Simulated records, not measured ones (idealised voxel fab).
The name of this process module is voxel wiring stack.
This is section cut - it's 235 nm across, gridded in 5 nm square cells.
Cross-section layout: square cells on a grid; listed as bands, top to bottom; a band spans one or more cell rows.
What a band's entry tells you: where the top is and where the bottom is, as heights in nm, and after that what lies inside, material by material from left to right, each with its width in nm. Empty space is written as the word "blank", and a single material marked with the word "edge to edge" occupies the band from edge to edge.
Heights from 0 (as-received wafer is one material below). Bottom band endless downward, as "from 0 down".
A width such as "30 to 40" changes by the same amount from each row of cells to the next, from the band's top row to its bottom row.
"nothing different" after a step means that no cell of the cross-section changed.
"Closed empty spaces" contains a list of empty spaces, each no smaller than 8 cells and without an open way to the top, written in the form width x height at distance with the distance from the left edge and all three in nm.
Read whatever lies past the settings on a step's line as the simulator's own remark about the step.
What "overlay nm" on a step's line means: if the step has a mask, that mask lay this far to the right of its planned place, or, when the value is negative, to the left.
The following list gives the planned process steps
1,RECEIVE (material Si)
2,CONFORMAL_DEP (material SiO2; thk nm 15)
3,DIRECTIONAL_DEP (material TiN; thk nm 5)
4,DIRECTIONAL_DEP (material Ru; thk nm 25)
5,MASKED_ETCH (tone cover; mask id METAL_1; width nm 20; pitch nm 45; etch materials Ru; depth nm 25; overlay nm 0)
6,MASKED_ETCH (tone cover; mask id METAL_1; width nm 20; pitch nm 45; etch materials TiN; depth nm 5; overlay nm 0)
7,FILL_DEP (material SiO2; thk nm 10)
8,CMP (height nm 45)
9,CONFORMAL_DEP (material SiCN; thk nm 5)
10,DIRECTIONAL_DEP (material lowk; thk nm 10)
11,DIRECTIONAL_DEP (material aC; thk nm 15)
12,PATTERN (tone open; mask id PLUG_1; material resist; width nm 15; pitch nm 90; thk nm 35; overlay nm 0)
13,DIRECTIONAL_ETCH (etch materials aC; depth nm 15)
14,STRIP (etch materials resist)
15,DIRECTIONAL_ETCH (etch materials lowk; depth nm 10)
16,DIRECTIONAL_ETCH (etch materials SiCN; depth nm 5)
17,STRIP (etch materials aC)
18,CONFORMAL_DEP (material TiN; thk nm 5)
19,FILL_DEP (material Cu; thk nm 10)
20,CMP (height nm 60)
21,DIRECTIONAL_DEP (material TiN; thk nm 5)
22,DIRECTIONAL_DEP (material W; thk nm 15)
23,MASKED_ETCH (tone cover; mask id METAL_2; width nm 20; pitch nm 45; etch materials W; depth nm 15; overlay nm 0)
24,MASKED_ETCH (tone cover; mask id METAL_2; width nm 20; pitch nm 45; etch materials TiN; depth nm 5; overlay nm 0)
25,CONFORMAL_DEP (material SiCN; thk nm 5)
26,FILL_DEP (material lowk; thk nm 10)
27,CMP (height nm 80)
28,CONFORMAL_DEP (material SiN; thk nm 5)
This is the cross-section of the wafer as we received it, i.e. after step 1
- from 0 down = Si edge to edge
- Closed empty spaces: none
What the wafer looks like in cross-section after this module, when it starts as shown above and follows the plan above but one mistake is made in running it
- from 100 to 95 = SiN edge to edge
- from 95 to 85 = lowk edge to edge
- from 85 to 80 = lowk (35)  SiCN (30)  lowk (15)  SiCN (30)  lowk (15)  SiCN (30)  lowk (15)  SiCN (30)  lowk (35)
- from 80 to 65 = lowk (35)  SiCN (5)  W (20)  SiCN (5)  lowk (15)  SiCN (5)  W (20)  SiCN (5)  lowk (15)  SiCN (5)  W (20)  SiCN (5)  lowk (15)  SiCN (5)  W (20)  SiCN (5)  lowk (35)
- from 65 to 60 = SiCN (40)  TiN (20)  SiCN (25)  TiN (20)  SiCN (25)  TiN (20)  SiCN (25)  TiN (20)  SiCN (40)
- from 60 to 50 = lowk (40)  TiN (5)  Cu (5)  TiN (5)  lowk (75)  TiN (5)  Cu (5)  TiN (5)  lowk (90)
- from 50 to 45 = SiCN (40)  TiN (15)  SiCN (75)  TiN (15)  SiCN (90)
- from 45 to 20 = SiO2 (40)  Ru (20)  SiO2 (25)  Ru (20)  SiO2 (25)  Ru (20)  SiO2 (25)  Ru (20)  SiO2 (40)
- from 20 to 15 = SiO2 (40)  TiN (20)  SiO2 (25)  TiN (20)  SiO2 (25)  TiN (20)  SiO2 (25)  TiN (20)  SiO2 (40)
- from 15 to 0 = SiO2 edge to edge
- from 0 down = Si edge to edge
- Closed empty spaces: none
Error vs. plan: step 27 was dropped from the plan's execution and never run
